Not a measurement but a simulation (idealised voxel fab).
The document below concerns the process module designated voxel lift off.
Each square cell in cross-section cut measures 5 nm, and the section as a whole is 205 nm wide.
How to read a cross-section here: the picture is a grid of square cells, written as bands going from the top down, and any band can span one or more rows of cells. It is stipulated that each band's entry specify, in nanometres, the height of the top of the band and then that of its bottom, followed by the materials of the band in left-to-right sequence, each together with its width in nanometres. A single material marked by the word "throughout" is understood to fill the band from edge to edge; the word "empty" is understood to denote empty space. Note: height 0 marks the level under which the wafer is uniformly one material as received. Lowest band unbounded below, written "0 down". Width spec "30..40" -> top row of cells at first value, bottom row at second value, equal per-row change in between. The designation "no modification", where it is given for a processing step, indicates that no cell of the cross-section was altered in the course of that step. This entry, "Trapped cavities", enumerates those empty regions of no fewer than 8 cells that possess no open connection to the top. Each region is reported in the form width x height at distance, the distance being taken from the left edge, with all three quantities expressed in nm. That trailing text on a step's line, after the settings, is the simulator's own remark on the step. On any step carrying a mask, the "overlay nm" setting, if present on the step's line, tells how far right of its planned place the mask lay; negative values point to the left.

PROCESS STEPS (PLANNED)
- 1: RECEIVE, material Si
- 2: CONFORMAL_DEP, material Al2O3, thk nm 15
- 3: PATTERN, tone open, mask id LINES, material resist, width nm 25, pitch nm 50, thk nm 20, overlay nm 0
- 4: DIRECTIONAL_DEP, material Ru, thk nm 5
- 5: STRIP, etch materials resist
- 6: CONFORMAL_DEP, material SiN, thk nm 10

CROSS-SECTION OF THE WAFER UPON ARRIVAL, REPRESENTING THE STATE REACHED AFTER STEP 1
	0 down = Si throughout
	Trapped cavities: none

STARTING STRUCTURE AND PROCESS PLAN ARE AS SHOWN ABOVE, BUT ONE MISTAKE WAS MADE IN RUNNING THE MODULE; THE WAFER CROSS-SECTION AT THE END OF THE MODULE FOLLOWS
	30 to 25 = SiN 75 nm / empty 5 nm / SiN 45 nm / empty 5 nm / SiN 75 nm
	25 to 20 = SiN throughout
	20 to 15 = Ru 65 nm / SiN 25 nm / Ru 25 nm / SiN 25 nm / Ru 65 nm
	15 to 0 = Al2O3 throughout
	0 down = Si throughout
	Trapped cavities: none
what went wrong: step 3 changed vs plan, executed as PATTERN, tone cover, mask id LINES, material resist, width nm 25, pitch nm 50, thk nm 20, overlay nm 0
